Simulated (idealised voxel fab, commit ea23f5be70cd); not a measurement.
process module | voxel self aligned contacts
cross-section cut | 220 nm wide | cells 5 nm
How to read a cross-section here: the picture is a grid of square cells, written as bands going from the top down, and any band can span one or more rows of cells.
What a band's entry tells you: where the top is and where the bottom is, as heights in nm, and after that what lies inside, material by material from left to right, each with its width in nm. Empty space is written as the word "blank", and a single material marked with the word "edge to edge" occupies the band from edge to edge.
For the purposes of this specification, 0 denotes the height below which the wafer in its as-received condition is composed wholly of one material, and the lowermost band, lacking a lower limit, extends downward without end, as expressed in "0..down".
A two-number width, for instance "30 to 40", indicates that the width is equal to the first number in the top row of the band and to the second number in the bottom row, and that it changes by a constant amount per row of cells.
What does "remained the same" mean for a step? It means no cell of the cross-section changed in that step.
Empty spaces counting at least 8 cells and having no open way to the top are listed in "Enclosed voids". The notation width x height at distance is used for each, the distance being from the left edge and all three values in nm.
What comes after the settings on a step's line is commentary from the simulator itself on that step.
overlay nm: mask offset rightward from planned place, masked step; negative means leftward offset.

This section lists the process steps that were planned
1) RECEIVE with material Si
2) CONFORMAL_DEP with material SiO2, thk nm 5
3) DIRECTIONAL_DEP with material polySi, thk nm 20
4) DIRECTIONAL_DEP with material SiN, thk nm 15
5) DIRECTIONAL_DEP with material aC, thk nm 15
6) PATTERN with tone cover, mask id GATE, material resist, width nm 30, pitch nm 65, thk nm 35, overlay nm 0
7) DIRECTIONAL_ETCH with etch materials aC, depth nm 15
8) STRIP with etch materials resist
9) DIRECTIONAL_ETCH with etch materials SiN, depth nm 15
10) DIRECTIONAL_ETCH with etch materials polySi, depth nm 20
11) STRIP with etch materials aC
12) CONFORMAL_DEP with material SiN, thk nm 5
13) DIRECTIONAL_ETCH with etch materials SiN, depth nm 5
14) FILL_DEP with material SiO2, thk nm 15
15) CMP with height nm 45
16) MASKED_ETCH with tone open, mask id CONTACT, width nm 45, etch materials SiO2, depth nm 45, overlay nm 0
17) CONFORMAL_DEP with material TiN, thk nm 5
18) FILL_DEP with material Ru, thk nm 10
19) CMP with height nm 45
20) CONFORMAL_DEP with material SiCN, thk nm 5

Received-state cross-section, reflecting completion of step 1
  0..down  Si edge to edge
  Enclosed voids: none

End-of-module XS, first of two wafers, run as planned
  50..45  SiCN edge to edge
  45..40  SiO2: 85; TiN: 15; Ru: 15; TiN: 15; SiO2: 90
  40..25  SiO2: 55; SiN: 40; TiN: 5; Ru: 15; TiN: 5; SiN: 40; SiO2: 60
  25..5  SiO2: 55; SiN: 5; polySi: 30; SiN: 5; TiN: 5; Ru: 15; TiN: 5; SiN: 5; polySi: 30; SiN: 5; SiO2: 60
  5..0  SiO2: 95; TiN: 25; SiO2: 100
  0..down  Si edge to edge
  Enclosed voids: none

Cross-section, wafer two of two, end of module: same start and plan as wafer one, one error in execution
  50..45  SiCN edge to edge
  45..40  SiO2: 85; TiN: 15; Ru: 15; TiN: 15; SiO2: 90
  40..25  SiO2: 55; SiN: 40; TiN: 5; Ru: 15; TiN: 5; SiN: 40; SiO2: 60
  25..15  SiO2: 55; SiN: 5; polySi: 30; SiN: 5; TiN: 5; Ru: 15; TiN: 5; SiN: 5; polySi: 30; SiN: 5; SiO2: 60
  15..10  SiO2: 55; SiN: 5; polySi: 30; SiN: 5; TiN: 25; SiN: 5; polySi: 30; SiN: 5; SiO2: 60
  10..5  SiN: 60; polySi: 30; SiN: 35; polySi: 30; SiN: 65
  5..0  SiO2 edge to edge
  0..down  Si edge to edge
  Enclosed voids: none
Plan not followed: the processing plan was not followed for steps 12 and 13, which were run with their positions exchanged
Upon completion, the second wafer contains, in terms of cells, a greater or smaller amount of certain materials than the first wafer: Ru: 6 fewer; SiN: 28 more; SiO2: 18 fewer; TiN: 4 fewer
